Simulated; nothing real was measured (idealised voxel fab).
The following process module bears the name voxel wiring stack.
Shown is cross-section cut, with a width of 270 nm and square cells of size 5 nm.
Cross-section format: a grid of square cells, given as bands from top to bottom; each band is one or more rows of cells. This entry defines a band. It first specifies the height of the band's top and the height of its bottom in nm, and then specifies the band's materials from left to right, stating each material with its width in nm. The word "all across" identifies a single material that fills the band from edge to edge, while the word "blank" identifies empty space. Zero point of the height axis is 0; under it, received wafer = one material. Lowest band: continues down indefinitely, "top 0, no bottom". With a width like "30..40", each row of cells in the band differs from the next by the same amount, the top row carrying the first number and the bottom row the second. What does "everything unchanged" mean for a step? It means no cell of the cross-section changed in that step. Under "Fully sealed voids" you'll find the enclosed gaps, the ones with no way out to the top, that are 8 cells or bigger; each reads width x height at distance, with distance counted from the left edge, everything in nm. It should be noted that, on the line of a given step, the content following the step's settings is a remark produced by the simulator itself with respect to that step. What "overlay nm" on a step's line means: if the step has a mask, that mask lay this far to the right of its planned place, or, when the value is negative, to the left.
### Process steps foreseen in the plan
1: RECEIVE [material Si]
2: CONFORMAL_DEP [material SiO2] [thk nm 15]
3: CONFORMAL_DEP [material SiCN] [thk nm 5]
4: DIRECTIONAL_DEP [material SiO2] [thk nm 20]
5: PATTERN [tone open] [mask id METAL_1] [material resist] [width nm 25] [pitch nm 45] [thk nm 20] [overlay nm 0]
6: DIRECTIONAL_ETCH [etch materials SiO2] [depth nm 20]
7: DIRECTIONAL_ETCH [etch materials SiCN] [depth nm 5]
8: STRIP [etch materials resist]
9: CONFORMAL_DEP [material TiN] [thk nm 5]
10: FILL_DEP [material Ru] [thk nm 5]
11: CMP [height nm 40]
12: CONFORMAL_DEP [material SiCN] [thk nm 5]
13: DIRECTIONAL_DEP [material SiO2] [thk nm 10]
14: PATTERN [tone open] [mask id PLUG_1] [material resist] [width nm 15] [pitch nm 45] [thk nm 20] [overlay nm 0]
15: DIRECTIONAL_ETCH [etch materials SiO2] [depth nm 10]
16: DIRECTIONAL_ETCH [etch materials SiCN] [depth nm 5]
17: STRIP [etch materials resist]
18: EPI [material Ru] [thk nm 10]
19: EPI [material Ru] [thk nm 5]
20: CONFORMAL_DEP [material SiN] [thk nm 5]
21: DIRECTIONAL_DEP [material lowk] [thk nm 20]
22: PATTERN [tone open] [mask id METAL_2] [material resist] [width nm 25] [pitch nm 45] [thk nm 20] [overlay nm 0]
23: DIRECTIONAL_ETCH [etch materials lowk] [depth nm 20]
24: DIRECTIONAL_ETCH [etch materials SiN] [depth nm 5]
25: STRIP [etch materials resist]
26: CONFORMAL_DEP [material TiN] [thk nm 5]
27: FILL_DEP [material Cu] [thk nm 5]
28: CMP [height nm 80]
29: CONFORMAL_DEP [material SiCN] [thk nm 5]
30: DIRECTIONAL_DEP [material lowk] [thk nm 30]
31: MASKED_ETCH [tone open] [mask id METAL_3_HOLES] [width nm 15] [pitch nm 90] [etch materials lowk] [depth nm 30] [overlay nm 0]
32: DIRECTIONAL_DEP [material aC] [thk nm 10]
33: PATTERN [tone open] [mask id METAL_3] [material resist] [width nm 25] [pitch nm 45] [thk nm 25] [overlay nm 0]
34: DIRECTIONAL_ETCH [etch materials aC] [depth nm 10]
35: STRIP [etch materials resist]
36: DIRECTIONAL_ETCH [etch materials lowk] [depth nm 15]
37: DIRECTIONAL_ETCH [etch materials SiCN] [depth nm 5]
38: STRIP [etch materials aC]
39: CONFORMAL_DEP [material TiN] [thk nm 5]
40: FILL_DEP [material Cu] [thk nm 10]
41: CMP [height nm 115]
42: CONFORMAL_DEP [material SiN] [thk nm 5]
### Wafer, first of two, run as planned
### Wafer cross-section on receipt, i.e. after step 1
	top 0, no bottom  Si all across
	Fully sealed voids: none
### Cross-section: wafer state after step 2
	top 15, bottom 0  SiO2 all across
	Heights below 0 show no change.
### Cross-section: wafer state after step 3
	top 20, bottom 15  SiCN all across
	Heights below 15 show no change.
### Cross-section: wafer state after step 4
	top 40, bottom 20  SiO2 all across
	Heights below 20 show no change.
### Cross-section: wafer state after step 5
	top 60, bottom 40  resist: 55, then blank: 25, then resist: 20, then blank: 25, then resist: 20, then blank: 25, then resist: 20, then blank: 25, then resist: 55
	Heights below 40 show no change.
### Cross-section: wafer state after step 6
	top 60, bottom 40  resist: 55, then blank: 25, then resist: 20, then blank: 25, then resist: 20, then blank: 25, then resist: 20, then blank: 25, then resist: 55
	top 40, bottom 20  SiO2: 55, then blank: 25, then SiO2: 20, then blank: 25, then SiO2: 20, then blank: 25, then SiO2: 20, then blank: 25, then SiO2: 55
	Heights below 20 show no change.
### Cross-section: wafer state after step 7
	top 60, bottom 40  resist: 55, then blank: 25, then resist: 20, then blank: 25, then resist: 20, then blank: 25, then resist: 20, then blank: 25, then resist: 55
	top 40, bottom 20  SiO2: 55, then blank: 25, then SiO2: 20, then blank: 25, then SiO2: 20, then blank: 25, then SiO2: 20, then blank: 25, then SiO2: 55
	top 20, bottom 15  SiCN: 55, then blank: 25, then SiCN: 20, then blank: 25, then SiCN: 20, then blank: 25, then SiCN: 20, then blank: 25, then SiCN: 55
	Heights below 15 show no change.
### Cross-section: wafer state after step 8
	top 40, bottom 20  SiO2: 55, then blank: 25, then SiO2: 20, then blank: 25, then SiO2: 20, then blank: 25, then SiO2: 20, then blank: 25, then SiO2: 55
	Heights below 20 show no change.
### Cross-section: wafer state after step 9
	top 45, bottom 40  TiN: 60, then blank: 15, then TiN: 30, then blank: 15, then TiN: 30, then blank: 15, then TiN: 30, then blank: 15, then TiN: 60
	top 40, bottom 20  SiO2: 55, then TiN: 5, then blank: 15, then TiN: 5, then SiO2: 20, then TiN: 5, then blank: 15, then TiN: 5, then SiO2: 20, then TiN: 5, then blank: 15, then TiN: 5, then SiO2: 20, then TiN: 5, then blank: 15, then TiN: 5, then SiO2: 55
	top 20, bottom 15  SiCN: 55, then TiN: 25, then SiCN: 20, then TiN: 25, then SiCN: 20, then TiN: 25, then SiCN: 20, then TiN: 25, then SiCN: 55
	Heights below 15 show no change.
### Cross-section: wafer state after step 10
	top 50, bottom 45  Ru all across
	top 45, bottom 40  TiN: 60, then Ru: 15, then TiN: 30, then Ru: 15, then TiN: 30, then Ru: 15, then TiN: 30, then Ru: 15, then TiN: 60
	top 40, bottom 20  SiO2: 55, then TiN: 5, then Ru: 15, then TiN: 5, then SiO2: 20, then TiN: 5, then Ru: 15, then TiN: 5, then SiO2: 20, then TiN: 5, then Ru: 15, then TiN: 5, then SiO2: 20, then TiN: 5, then Ru: 15, then TiN: 5, then SiO2: 55
	Heights below 20 show no change.
### Cross-section: wafer state after step 11
	top 40, bottom 20  SiO2: 55, then TiN: 5, then Ru: 15, then TiN: 5, then SiO2: 20, then TiN: 5, then Ru: 15, then TiN: 5, then SiO2: 20, then TiN: 5, then Ru: 15, then TiN: 5, then SiO2: 20, then TiN: 5, then Ru: 15, then TiN: 5, then SiO2: 55
	Heights below 20 show no change.
### Cross-section: wafer state after step 12
	top 45, bottom 40  SiCN all across
	Heights below 40 show no change.
### Cross-section: wafer state after step 13
	top 55, bottom 45  SiO2 all across
	Heights below 45 show no change.
### Cross-section: wafer state after step 14
	top 75, bottom 55  resist: 55, then blank: 15, then resist: 30, then blank: 15, then resist: 30, then blank: 15, then resist: 30, then blank: 15, then resist: 65
	Heights below 55 show no change.
### Cross-section: wafer state after step 15
	top 75, bottom 55  resist: 55, then blank: 15, then resist: 30, then blank: 15, then resist: 30, then blank: 15, then resist: 30, then blank: 15, then resist: 65
	top 55, bottom 45  SiO2: 55, then blank: 15, then SiO2: 30, then blank: 15, then SiO2: 30, then blank: 15, then SiO2: 30, then blank: 15, then SiO2: 65
	Heights below 45 show no change.
### Cross-section: wafer state after step 16
	top 75, bottom 55  resist: 55, then blank: 15, then resist: 30, then blank: 15, then resist: 30, then blank: 15, then resist: 30, then blank: 15, then resist: 65
	top 55, bottom 45  SiO2: 55, then blank: 15, then SiO2: 30, then blank: 15, then SiO2: 30, then blank: 15, then SiO2: 30, then blank: 15, then SiO2: 65
	top 45, bottom 40  SiCN: 55, then blank: 15, then SiCN: 30, then blank: 15, then SiCN: 30, then blank: 15, then SiCN: 30, then blank: 15, then SiCN: 65
	Heights below 40 show no change.
### Cross-section: wafer state after step 17
	top 55, bottom 45  SiO2: 55, then blank: 15, then SiO2: 30, then blank: 15, then SiO2: 30, then blank: 15, then SiO2: 30, then blank: 15, then SiO2: 65
	Heights below 45 show no change.
### Cross-section: wafer state after step 18
	top 55, bottom 50  SiO2: 55, then blank: 15, then SiO2: 30, then blank: 15, then SiO2: 30, then blank: 15, then SiO2: 30, then blank: 15, then SiO2: 65
	top 50, bottom 45  SiO2: 55, then Ru: 15, then SiO2: 30, then Ru: 15, then SiO2: 30, then Ru: 15, then SiO2: 30, then Ru: 15, then SiO2: 65
	top 45, bottom 40  SiCN: 55, then Ru: 15, then SiCN: 30, then Ru: 15, then SiCN: 30, then Ru: 15, then SiCN: 30, then Ru: 15, then SiCN: 65
	Heights below 40 show no change.
### Cross-section: wafer state after step 19
	top 55, bottom 45  SiO2: 55, then Ru: 15, then SiO2: 30, then Ru: 15, then SiO2: 30, then Ru: 15, then SiO2: 30, then Ru: 15, then SiO2: 65
	Heights below 45 show no change.
### Cross-section: wafer state after step 20
	top 60, bottom 55  SiN all across
	Heights below 55 show no change.
### Cross-section: wafer state after step 21
	top 80, bottom 60  lowk all across
	Heights below 60 show no change.
### Cross-section: wafer state after step 22
	top 100, bottom 80  resist: 55, then blank: 25, then resist: 20, then blank: 25, then resist: 20, then blank: 25, then resist: 20, then blank: 25, then resist: 55
	Heights below 80 show no change.
### Cross-section: wafer state after step 23
	top 100, bottom 80  resist: 55, then blank: 25, then resist: 20, then blank: 25, then resist: 20, then blank: 25, then resist: 20, then blank: 25, then resist: 55
	top 80, bottom 60  lowk: 55, then blank: 25, then lowk: 20, then blank: 25, then lowk: 20, then blank: 25, then lowk: 20, then blank: 25, then lowk: 55
	Heights below 60 show no change.
### Cross-section: wafer state after step 24
	top 100, bottom 80  resist: 55, then blank: 25, then resist: 20, then blank: 25, then resist: 20, then blank: 25, then resist: 20, then blank: 25, then resist: 55
	top 80, bottom 60  lowk: 55, then blank: 25, then lowk: 20, then blank: 25, then lowk: 20, then blank: 25, then lowk: 20, then blank: 25, then lowk: 55
	top 60, bottom 55  SiN: 55, then blank: 25, then SiN: 20, then blank: 25, then SiN: 20, then blank: 25, then SiN: 20, then blank: 25, then SiN: 55
	Heights below 55 show no change.
### Cross-section: wafer state after step 25
	top 80, bottom 60  lowk: 55, then blank: 25, then lowk: 20, then blank: 25, then lowk: 20, then blank: 25, then lowk: 20, then blank: 25, then lowk: 55
	Heights below 60 show no change.
### Cross-section: wafer state after step 26
	top 85, bottom 80  TiN: 60, then blank: 15, then TiN: 30, then blank: 15, then TiN: 30, then blank: 15, then TiN: 30, then blank: 15, then TiN: 60
	top 80, bottom 60  lowk: 55, then TiN: 5, then blank: 15, then TiN: 5, then lowk: 20, then TiN: 5, then blank: 15, then TiN: 5, then lowk: 20, then TiN: 5, then blank: 15, then TiN: 5, then lowk: 20, then TiN: 5, then blank: 15, then TiN: 5, then lowk: 55
	top 60, bottom 55  SiN: 55, then TiN: 25, then SiN: 20, then TiN: 25, then SiN: 20, then TiN: 25, then SiN: 20, then TiN: 25, then SiN: 55
	Heights below 55 show no change.
### Cross-section: wafer state after step 27
	top 90, bottom 85  Cu all across
	top 85, bottom 80  TiN: 60, then Cu: 15, then TiN: 30, then Cu: 15, then TiN: 30, then Cu: 15, then TiN: 30, then Cu: 15, then TiN: 60
	top 80, bottom 60  lowk: 55, then TiN: 5, then Cu: 15, then TiN: 5, then lowk: 20, then TiN: 5, then Cu: 15, then TiN: 5, then lowk: 20, then TiN: 5, then Cu: 15, then TiN: 5, then lowk: 20, then TiN: 5, then Cu: 15, then TiN: 5, then lowk: 55
	Heights below 60 show no change.
### Cross-section: wafer state after step 28
	top 80, bottom 60  lowk: 55, then TiN: 5, then Cu: 15, then TiN: 5, then lowk: 20, then TiN: 5, then Cu: 15, then TiN: 5, then lowk: 20, then TiN: 5, then Cu: 15, then TiN: 5, then lowk: 20, then TiN: 5, then Cu: 15, then TiN: 5, then lowk: 55
	Heights below 60 show no change.
### Cross-section: wafer state after step 29
	top 85, bottom 80  SiCN all across
	Heights below 80 show no change.
### Cross-section: wafer state after step 30
	top 115, bottom 85  lowk all across
	Heights below 85 show no change.
### Cross-section: wafer state after step 31
	top 115, bottom 85  lowk: 55, then blank: 15, then lowk: 75, then blank: 15, then lowk: 110
	Heights below 85 show no change.
### Cross-section: wafer state after step 32
	top 125, bottom 115  aC: 55, then blank: 15, then aC: 75, then blank: 15, then aC: 110
	top 115, bottom 95  lowk: 55, then blank: 15, then lowk: 75, then blank: 15, then lowk: 110
	top 95, bottom 85  lowk: 55, then aC: 15, then lowk: 75, then aC: 15, then lowk: 110
	Heights below 85 show no change.
### Cross-section: wafer state after step 33
	top 150, bottom 125  resist: 55, then blank: 25, then resist: 20, then blank: 25, then resist: 20, then blank: 25, then resist: 20, then blank: 25, then resist: 55
	Heights below 125 show no change.
### Cross-section: wafer state after step 34
	top 140, bottom 125  resist: 55, then blank: 25, then resist: 20, then blank: 25, then resist: 20, then blank: 25, then resist: 20, then blank: 25, then resist: 55
	top 125, bottom 115  aC: 55, then blank: 25, then aC: 20, then blank: 25, then aC: 20, then blank: 25, then aC: 20, then blank: 25, then aC: 55
	top 115, bottom 85  lowk: 55, then blank: 15, then lowk: 75, then blank: 15, then lowk: 110
	Heights below 85 show no change.
### Cross-section: wafer state after step 35
	top 125, bottom 115  aC: 55, then blank: 25, then aC: 20, then blank: 25, then aC: 20, then blank: 25, then aC: 20, then blank: 25, then aC: 55
	Heights below 115 show no change.
### Cross-section: wafer state after step 36
	top 125, bottom 115  aC: 55, then blank: 25, then aC: 20, then blank: 25, then aC: 20, then blank: 25, then aC: 20, then blank: 25, then aC: 55
	top 115, bottom 100  lowk: 55, then blank: 25, then lowk: 20, then blank: 25, then lowk: 20, then blank: 25, then lowk: 20, then blank: 25, then lowk: 55
	Heights below 100 show no change.
### Cross-section: wafer state after step 37
	top 125, bottom 115  aC: 55, then blank: 25, then aC: 20, then blank: 25, then aC: 20, then blank: 25, then aC: 20, then blank: 25, then aC: 55
	top 115, bottom 100  lowk: 55, then blank: 25, then lowk: 20, then blank: 25, then lowk: 20, then blank: 25, then lowk: 20, then blank: 25, then lowk: 55
	top 100, bottom 85  lowk: 55, then blank: 15, then lowk: 75, then blank: 15, then lowk: 110
	top 85, bottom 80  SiCN: 55, then blank: 15, then SiCN: 75, then blank: 15, then SiCN: 110
	Heights below 80 show no change.
### Cross-section: wafer state after step 38
	top 115, bottom 100  lowk: 55, then blank: 25, then lowk: 20, then blank: 25, then lowk: 20, then blank: 25, then lowk: 20, then blank: 25, then lowk: 55
	Heights below 100 show no change.
### Cross-section: wafer state after step 39
	top 120, bottom 115  TiN: 60, then blank: 15, then TiN: 30, then blank: 15, then TiN: 30, then blank: 15, then TiN: 30, then blank: 15, then TiN: 60
	top 115, bottom 105  lowk: 55, then TiN: 5, then blank: 15, then TiN: 5, then lowk: 20, then TiN: 5, then blank: 15, then TiN: 5, then lowk: 20, then TiN: 5, then blank: 15, then TiN: 5, then lowk: 20, then TiN: 5, then blank: 15, then TiN: 5, then lowk: 55
	top 105, bottom 100  lowk: 55, then TiN: 5, then blank: 5, then TiN: 15, then lowk: 20, then TiN: 25, then lowk: 20, then TiN: 5, then blank: 5, then TiN: 15, then lowk: 20, then TiN: 25, then lowk: 55
	top 100, bottom 85  lowk: 55, then TiN: 5, then blank: 5, then TiN: 5, then lowk: 75, then TiN: 5, then blank: 5, then TiN: 5, then lowk: 110
	top 85, bottom 80  SiCN: 55, then TiN: 15, then SiCN: 75, then TiN: 15, then SiCN: 110
	Heights below 80 show no change.
### Cross-section: wafer state after step 40
	top 130, bottom 120  Cu all across
	top 120, bottom 115  TiN: 60, then Cu: 15, then TiN: 30, then Cu: 15, then TiN: 30, then Cu: 15, then TiN: 30, then Cu: 15, then TiN: 60
	top 115, bottom 105  lowk: 55, then TiN: 5, then Cu: 15, then TiN: 5, then lowk: 20, then TiN: 5, then Cu: 15, then TiN: 5, then lowk: 20, then TiN: 5, then Cu: 15, then TiN: 5, then lowk: 20, then TiN: 5, then Cu: 15, then TiN: 5, then lowk: 55
	top 105, bottom 100  lowk: 55, then TiN: 5, then Cu: 5, then TiN: 15, then lowk: 20, then TiN: 25, then lowk: 20, then TiN: 5, then Cu: 5, then TiN: 15, then lowk: 20, then TiN: 25, then lowk: 55
	top 100, bottom 85  lowk: 55, then TiN: 5, then Cu: 5, then TiN: 5, then lowk: 75, then TiN: 5, then Cu: 5, then TiN: 5, then lowk: 110
	Heights below 85 show no change.
### Cross-section: wafer state after step 41
	top 115, bottom 105  lowk: 55, then TiN: 5, then Cu: 15, then TiN: 5, then lowk: 20, then TiN: 5, then Cu: 15, then TiN: 5, then lowk: 20, then TiN: 5, then Cu: 15, then TiN: 5, then lowk: 20, then TiN: 5, then Cu: 15, then TiN: 5, then lowk: 55
	Heights below 105 show no change.
### Cross-section: wafer state after step 42
	top 120, bottom 115  SiN all across
	Heights below 115 show no change.
### It is to be noted that the second wafer proceeded from the same initial state and according to the same plan as the first, although one mistake was committed in its execution; through step 17, inclusive, the two wafers share an identical history
### Planned end of step 18: second wafer, cross-section
	top 60, bottom 55  blank: 50, then Ru: 25, then blank: 20, then Ru: 25, then blank: 20, then Ru: 25, then blank: 20, then Ru: 25, then blank: 60
	top 55, bottom 45  SiO2: 55, then Ru: 15, then SiO2: 30, then Ru: 15, then SiO2: 30, then Ru: 15, then SiO2: 30, then Ru: 15, then SiO2: 65
	top 45, bottom 40  SiCN: 55, then Ru: 15, then SiCN: 30, then Ru: 15, then SiCN: 30, then Ru: 15, then SiCN: 30, then Ru: 15, then SiCN: 65
	Heights below 40 show no change.
### Planned end of step 19: second wafer, cross-section
	top 65, bottom 55  blank: 45, then Ru: 35, then blank: 10, then Ru: 35, then blank: 10, then Ru: 35, then blank: 10, then Ru: 35, then blank: 55
	Heights below 55 show no change.
### Planned end of step 20: second wafer, cross-section
	top 70, bottom 65  blank: 40, then SiN: 180, then blank: 50
	top 65, bottom 60  blank: 40, then SiN: 5, then Ru: 35, then SiN: 10, then Ru: 35, then SiN: 10, then Ru: 35, then SiN: 10, then Ru: 35, then SiN: 5, then blank: 50
	top 60, bottom 55  SiN: 45, then Ru: 35, then SiN: 10, then Ru: 35, then SiN: 10, then Ru: 35, then SiN: 10, then Ru: 35, then SiN: 55
	Heights below 55 show no change.
### Planned end of step 21: second wafer, cross-section
	top 90, bottom 80  blank: 40, then lowk: 180, then blank: 50
	top 80, bottom 70  lowk all across
	top 70, bottom 65  lowk: 40, then SiN: 180, then lowk: 50
	top 65, bottom 60  lowk: 40, then SiN: 5, then Ru: 35, then SiN: 10, then Ru: 35, then SiN: 10, then Ru: 35, then SiN: 10, then Ru: 35, then SiN: 5, then lowk: 50
	Heights below 60 show no change.
### Planned end of step 22: second wafer, cross-section
	top 110, bottom 90  resist: 55, then blank: 25, then resist: 20, then blank: 25, then resist: 20, then blank: 25, then resist: 20, then blank: 25, then resist: 55
	top 90, bottom 80  resist: 40, then lowk: 180, then resist: 50
	Heights below 80 show no change.
### Planned end of step 23: second wafer, cross-section
	top 110, bottom 90  resist: 55, then blank: 25, then resist: 20, then blank: 25, then resist: 20, then blank: 25, then resist: 20, then blank: 25, then resist: 55
	top 90, bottom 80  resist: 40, then lowk: 15, then blank: 25, then lowk: 20, then blank: 25, then lowk: 20, then blank: 25, then lowk: 20, then blank: 25, then lowk: 5, then resist: 50
	top 80, bottom 70  lowk: 55, then blank: 25, then lowk: 20, then blank: 25, then lowk: 20, then blank: 25, then lowk: 20, then blank: 25, then lowk: 55
	Heights below 70 show no change.
### Planned end of step 24: second wafer, cross-section
	top 110, bottom 90  resist: 55, then blank: 25, then resist: 20, then blank: 25, then resist: 20, then blank: 25, then resist: 20, then blank: 25, then resist: 55
	top 90, bottom 80  resist: 40, then lowk: 15, then blank: 25, then lowk: 20, then blank: 25, then lowk: 20, then blank: 25, then lowk: 20, then blank: 25, then lowk: 5, then resist: 50
	top 80, bottom 70  lowk: 55, then blank: 25, then lowk: 20, then blank: 25, then lowk: 20, then blank: 25, then lowk: 20, then blank: 25, then lowk: 55
	top 70, bottom 65  lowk: 40, then SiN: 15, then blank: 25, then SiN: 20, then blank: 25, then SiN: 20, then blank: 25, then SiN: 20, then blank: 25, then SiN: 5, then lowk: 50
	Heights below 65 show no change.
### Planned end of step 25: second wafer, cross-section
	top 90, bottom 80  blank: 40, then lowk: 15, then blank: 25, then lowk: 20, then blank: 25, then lowk: 20, then blank: 25, then lowk: 20, then blank: 25, then lowk: 5, then blank: 50
	Heights below 80 show no change.
### Planned end of step 26: second wafer, cross-section
	top 95, bottom 90  blank: 35, then TiN: 25, then blank: 15, then TiN: 30, then blank: 15, then TiN: 30, then blank: 15, then TiN: 30, then blank: 15, then TiN: 15, then blank: 45
	top 90, bottom 85  blank: 35, then TiN: 5, then lowk: 15, then TiN: 5, then blank: 15, then TiN: 5, then lowk: 20, then TiN: 5, then blank: 15, then TiN: 5, then lowk: 20, then TiN: 5, then blank: 15, then TiN: 5, then lowk: 20, then TiN: 5, then blank: 15, then TiN: 5, then lowk: 5, then TiN: 5, then blank: 45
	top 85, bottom 80  TiN: 40, then lowk: 15, then TiN: 5, then blank: 15, then TiN: 5, then lowk: 20, then TiN: 5, then blank: 15, then TiN: 5, then lowk: 20, then TiN: 5, then blank: 15, then TiN: 5, then lowk: 20, then TiN: 5, then blank: 15, then TiN: 5, then lowk: 5, then TiN: 50
	top 80, bottom 70  lowk: 55, then TiN: 5, then blank: 15, then TiN: 5, then lowk: 20, then TiN: 5, then blank: 15, then TiN: 5, then lowk: 20, then TiN: 5, then blank: 15, then TiN: 5, then lowk: 20, then TiN: 5, then blank: 15, then TiN: 5, then lowk: 55
	top 70, bottom 65  lowk: 40, then SiN: 15, then TiN: 25, then SiN: 20, then TiN: 25, then SiN: 20, then TiN: 25, then SiN: 20, then TiN: 25, then SiN: 5, then lowk: 50
	Heights below 65 show no change.
### Planned end of step 27: second wafer, cross-section
	top 100, bottom 95  Cu all across
	top 95, bottom 90  Cu: 35, then TiN: 25, then Cu: 15, then TiN: 30, then Cu: 15, then TiN: 30, then Cu: 15, then TiN: 30, then Cu: 15, then TiN: 15, then Cu: 45
	top 90, bottom 85  Cu: 35, then TiN: 5, then lowk: 15, then TiN: 5, then Cu: 15, then TiN: 5, then lowk: 20, then TiN: 5, then Cu: 15, then TiN: 5, then lowk: 20, then TiN: 5, then Cu: 15, then TiN: 5, then lowk: 20, then TiN: 5, then Cu: 15, then TiN: 5, then lowk: 5, then TiN: 5, then Cu: 45
	top 85, bottom 80  TiN: 40, then lowk: 15, then TiN: 5, then Cu: 15, then TiN: 5, then lowk: 20, then TiN: 5, then Cu: 15, then TiN: 5, then lowk: 20, then TiN: 5, then Cu: 15, then TiN: 5, then lowk: 20, then TiN: 5, then Cu: 15, then TiN: 5, then lowk: 5, then TiN: 50
	top 80, bottom 70  lowk: 55, then TiN: 5, then Cu: 15, then TiN: 5, then lowk: 20, then TiN: 5, then Cu: 15, then TiN: 5, then lowk: 20, then TiN: 5, then Cu: 15, then TiN: 5, then lowk: 20, then TiN: 5, then Cu: 15, then TiN: 5, then lowk: 55
	Heights below 70 show no change.
### Planned end of step 28: second wafer, cross-section
	top 80, bottom 70  lowk: 55, then TiN: 5, then Cu: 15, then TiN: 5, then lowk: 20, then TiN: 5, then Cu: 15, then TiN: 5, then lowk: 20, then TiN: 5, then Cu: 15, then TiN: 5, then lowk: 20, then TiN: 5, then Cu: 15, then TiN: 5, then lowk: 55
	Heights below 70 show no change.
### Planned end of step 29: second wafer, cross-section
	top 85, bottom 80  SiCN all across
	Heights below 80 show no change.
### Planned end of step 30: second wafer, cross-section
	top 115, bottom 85  lowk all across
	Heights below 85 show no change.
### Planned end of step 31: second wafer, cross-section
	top 115, bottom 85  lowk: 55, then blank: 15, then lowk: 75, then blank: 15, then lowk: 110
	Heights below 85 show no change.
### Planned end of step 32: second wafer, cross-section
	top 125, bottom 115  aC: 55, then blank: 15, then aC: 75, then blank: 15, then aC: 110
	top 115, bottom 95  lowk: 55, then blank: 15, then lowk: 75, then blank: 15, then lowk: 110
	top 95, bottom 85  lowk: 55, then aC: 15, then lowk: 75, then aC: 15, then lowk: 110
	Heights below 85 show no change.
### Planned end of step 33: second wafer, cross-section
	top 150, bottom 125  resist: 55, then blank: 25, then resist: 20, then blank: 25, then resist: 20, then blank: 25, then resist: 20, then blank: 25, then resist: 55
	Heights below 125 show no change.
### Planned end of step 34: second wafer, cross-section
	top 140, bottom 125  resist: 55, then blank: 25, then resist: 20, then blank: 25, then resist: 20, then blank: 25, then resist: 20, then blank: 25, then resist: 55
	top 125, bottom 115  aC: 55, then blank: 25, then aC: 20, then blank: 25, then aC: 20, then blank: 25, then aC: 20, then blank: 25, then aC: 55
	top 115, bottom 85  lowk: 55, then blank: 15, then lowk: 75, then blank: 15, then lowk: 110
	Heights below 85 show no change.
### Planned end of step 35: second wafer, cross-section
	top 125, bottom 115  aC: 55, then blank: 25, then aC: 20, then blank: 25, then aC: 20, then blank: 25, then aC: 20, then blank: 25, then aC: 55
	Heights below 115 show no change.
### Planned end of step 36: second wafer, cross-section
	top 125, bottom 115  aC: 55, then blank: 25, then aC: 20, then blank: 25, then aC: 20, then blank: 25, then aC: 20, then blank: 25, then aC: 55
	top 115, bottom 100  lowk: 55, then blank: 25, then lowk: 20, then blank: 25, then lowk: 20, then blank: 25, then lowk: 20, then blank: 25, then lowk: 55
	Heights below 100 show no change.
### Planned end of step 37: second wafer, cross-section
	top 125, bottom 115  aC: 55, then blank: 25, then aC: 20, then blank: 25, then aC: 20, then blank: 25, then aC: 20, then blank: 25, then aC: 55
	top 115, bottom 100  lowk: 55, then blank: 25, then lowk: 20, then blank: 25, then lowk: 20, then blank: 25, then lowk: 20, then blank: 25, then lowk: 55
	top 100, bottom 85  lowk: 55, then blank: 15, then lowk: 75, then blank: 15, then lowk: 110
	top 85, bottom 80  SiCN: 55, then blank: 15, then SiCN: 75, then blank: 15, then SiCN: 110
	Heights below 80 show no change.
### Planned end of step 38: second wafer, cross-section
	top 115, bottom 100  lowk: 55, then blank: 25, then lowk: 20, then blank: 25, then lowk: 20, then blank: 25, then lowk: 20, then blank: 25, then lowk: 55
	Heights below 100 show no change.
### Planned end of step 39: second wafer, cross-section
	top 120, bottom 115  TiN: 60, then blank: 15, then TiN: 30, then blank: 15, then TiN: 30, then blank: 15, then TiN: 30, then blank: 15, then TiN: 60
	top 115, bottom 105  lowk: 55, then TiN: 5, then blank: 15, then TiN: 5, then lowk: 20, then TiN: 5, then blank: 15, then TiN: 5, then lowk: 20, then TiN: 5, then blank: 15, then TiN: 5, then lowk: 20, then TiN: 5, then blank: 15, then TiN: 5, then lowk: 55
	top 105, bottom 100  lowk: 55, then TiN: 5, then blank: 5, then TiN: 15, then lowk: 20, then TiN: 25, then lowk: 20, then TiN: 5, then blank: 5, then TiN: 15, then lowk: 20, then TiN: 25, then lowk: 55
	top 100, bottom 85  lowk: 55, then TiN: 5, then blank: 5, then TiN: 5, then lowk: 75, then TiN: 5, then blank: 5, then TiN: 5, then lowk: 110
	top 85, bottom 80  SiCN: 55, then TiN: 15, then SiCN: 75, then TiN: 15, then SiCN: 110
	Heights below 80 show no change.
### Planned end of step 40: second wafer, cross-section
	top 130, bottom 120  Cu all across
	top 120, bottom 115  TiN: 60, then Cu: 15, then TiN: 30, then Cu: 15, then TiN: 30, then Cu: 15, then TiN: 30, then Cu: 15, then TiN: 60
	top 115, bottom 105  lowk: 55, then TiN: 5, then Cu: 15, then TiN: 5, then lowk: 20, then TiN: 5, then Cu: 15, then TiN: 5, then lowk: 20, then TiN: 5, then Cu: 15, then TiN: 5, then lowk: 20, then TiN: 5, then Cu: 15, then TiN: 5, then lowk: 55
	top 105, bottom 100  lowk: 55, then TiN: 5, then Cu: 5, then TiN: 15, then lowk: 20, then TiN: 25, then lowk: 20, then TiN: 5, then Cu: 5, then TiN: 15, then lowk: 20, then TiN: 25, then lowk: 55
	top 100, bottom 85  lowk: 55, then TiN: 5, then Cu: 5, then TiN: 5, then lowk: 75, then TiN: 5, then Cu: 5, then TiN: 5, then lowk: 110
	Heights below 85 show no change.
### Planned end of step 41: second wafer, cross-section
	top 115, bottom 105  lowk: 55, then TiN: 5, then Cu: 15, then TiN: 5, then lowk: 20, then TiN: 5, then Cu: 15, then TiN: 5, then lowk: 20, then TiN: 5, then Cu: 15, then TiN: 5, then lowk: 20, then TiN: 5, then Cu: 15, then TiN: 5, then lowk: 55
	Heights below 105 show no change.
### Planned end of step 42: second wafer, cross-section
	top 120, bottom 115  SiN all across
	Heights below 115 show no change.
Against the plan, the run slipped here: twice over, step 18 of the plan was run
Final cells, second wafer relative to first, materials higher or lower: Cu -24; Ru +56; SiN +16; TiN -16; lowk -32
